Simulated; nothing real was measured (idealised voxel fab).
The document below concerns the process module designated voxel self aligned vias.
Pictured: cross-section cut, 270 nm wide, on a grid of 5 nm square cells.
Cross-section layout: square cells on a grid; listed as bands, top to bottom; a band spans one or more cell rows. Each band's line starts with the height of the band's top and of its bottom, in nm. Then come its materials from left to right, each with its width in nm. One material with "all across" fills the band from edge to edge. "blank" is empty space. The reference from which all heights are counted is 0, the level beneath which the as-received wafer is entirely one material; the lowest band, having no lower bound, proceeds downward and is written after the example "top 0, no bottom". It should be noted that a width expressed as "30..40" varies in equal increments from row to row of cells within the band, taking the value of the first number at the top row and that of the second number at the bottom row. Key: "identical to before" - step with no changed cell in the cross-section. Enclosed voids (no open way to top), threshold 8 cells or more, entry "Fully enclosed voids", notation width x height at distance, distance from left edge, nm. Formally, on a step line, whatever follows the settings is a remark that the simulator itself makes on the step. overlay nm: step with mask; distance mask lay right of planned place; negative value = left of planned place.
The following list gives the planned process steps
1,RECEIVE [material Si]
2,CONFORMAL_DEP [material SiO2] [thk nm 15]
3,CONFORMAL_DEP [material SiCN] [thk nm 5]
4,DIRECTIONAL_DEP [material SiO2] [thk nm 25]
5,DIRECTIONAL_DEP [material aC] [thk nm 15]
6,PATTERN [tone open] [mask id LINES] [material resist] [width nm 25] [pitch nm 65] [thk nm 35] [overlay nm -15]
7,DIRECTIONAL_ETCH [etch materials aC] [depth nm 15]
8,STRIP [etch materials resist]
9,DIRECTIONAL_ETCH [etch materials SiO2] [depth nm 25]
10,STRIP [etch materials aC]
11,CONFORMAL_DEP [material TiN] [thk nm 5]
12,FILL_DEP [material W] [thk nm 10]
13,CMP [height nm 45]
14,SELECTIVE_ETCH [etch materials W Ru TiN] [depth nm 10]
15,FILL_DEP [material SiN] [thk nm 10]
16,CMP [height nm 45]
17,DIRECTIONAL_DEP [material SiO2] [thk nm 20]
18,DIRECTIONAL_DEP [material aC] [thk nm 15]
19,PATTERN [tone open] [mask id VIAS] [material resist] [width nm 35] [pitch nm 65] [thk nm 35] [overlay nm 0]
20,DIRECTIONAL_ETCH [etch materials aC] [depth nm 15]
21,STRIP [etch materials resist]
22,DIRECTIONAL_ETCH [etch materials SiO2] [depth nm 20]
23,DIRECTIONAL_ETCH [etch materials SiN] [depth nm 10]
24,STRIP [etch materials aC]
25,CONFORMAL_DEP [material TiN] [thk nm 5]
26,FILL_DEP [material W] [thk nm 10]
27,CMP [height nm 65]
28,CONFORMAL_DEP [material SiN] [thk nm 5]
All wafers enter the flow in the same state. The overlay nm at step 6 differs from wafer to wafer, and the plan gives the value for the first wafer.
Cross-section of the first of several wafers as received (after step 1)
- top 0, no bottom: Si all across
- Fully enclosed voids: none
Cross-section of the first of several wafers, taken after step 28, where the module ends
- top 70, bottom 65: SiN all across
- top 65, bottom 50: SiO2: 85, TiN: 5, W: 25, TiN: 5, SiO2: 30, TiN: 5, W: 25, TiN: 5, SiO2: 85
- top 50, bottom 45: SiO2: 85, TiN: 5, W: 5, TiN: 25, SiO2: 30, TiN: 5, W: 5, TiN: 25, SiO2: 85
- top 45, bottom 40: SiO2: 75, SiN: 10, TiN: 5, W: 5, TiN: 5, SiO2: 40, SiN: 10, TiN: 5, W: 5, TiN: 5, SiO2: 105
- top 40, bottom 35: SiO2: 75, SiN: 10, TiN: 15, SiO2: 40, SiN: 10, TiN: 15, SiO2: 105
- top 35, bottom 25: SiO2: 75, TiN: 5, W: 15, TiN: 5, SiO2: 40, TiN: 5, W: 15, TiN: 5, SiO2: 105
- top 25, bottom 20: SiO2: 75, TiN: 25, SiO2: 40, TiN: 25, SiO2: 105
- top 20, bottom 15: SiCN all across
- top 15, bottom 0: SiO2 all across
- top 0, no bottom: Si all across
- Fully enclosed voids: none
Cross-sectional view of the final wafer of several at the module's end
- top 70, bottom 65: SiN all across
- top 65, bottom 50: SiO2: 85, TiN: 5, W: 25, TiN: 5, SiO2: 30, TiN: 5, W: 25, TiN: 5, SiO2: 85
- top 50, bottom 45: SiO2: 85, TiN: 25, W: 5, TiN: 5, SiO2: 30, TiN: 25, W: 5, TiN: 5, SiO2: 85
- top 45, bottom 40: SiO2: 105, TiN: 5, W: 5, TiN: 5, SiN: 10, SiO2: 40, TiN: 5, W: 5, TiN: 5, SiN: 10, SiO2: 75
- top 40, bottom 35: SiO2: 105, TiN: 15, SiN: 10, SiO2: 40, TiN: 15, SiN: 10, SiO2: 75
- top 35, bottom 25: SiO2: 105, TiN: 5, W: 15, TiN: 5, SiO2: 40, TiN: 5, W: 15, TiN: 5, SiO2: 75
- top 25, bottom 20: SiO2: 105, TiN: 25, SiO2: 40, TiN: 25, SiO2: 75
- top 20, bottom 15: SiCN all across
- top 15, bottom 0: SiO2 all across
- top 0, no bottom: Si all across
- Fully enclosed voids: none
What follows is a table in which each wafer occupies a row; for the wafer as it stands at the close of the module, the row states, material by material, how many cells have been gained (+) or lost (-) since receipt, and then gives its closed voids
overlay nm -15 | +54 SiCN | +62 SiN | +542 SiO2 | +52 TiN | +46 W | Fully enclosed voids: none
overlay nm -10 | +54 SiCN | +58 SiN | +542 SiO2 | +52 TiN | +50 W | Fully enclosed voids: none
overlay nm -5 | +54 SiCN | +54 SiN | +542 SiO2 | +52 TiN | +54 W | Fully enclosed voids: none
overlay nm 0 | +54 SiCN | +54 SiN | +542 SiO2 | +52 TiN | +54 W | Fully enclosed voids: none
overlay nm 5 | +54 SiCN | +54 SiN | +542 SiO2 | +52 TiN | +54 W | Fully enclosed voids: none
overlay nm 10 | +54 SiCN | +58 SiN | +542 SiO2 | +52 TiN | +50 W | Fully enclosed voids: none
overlay nm 15 | +54 SiCN | +62 SiN | +542 SiO2 | +52 TiN | +46 W | Fully enclosed voids: none
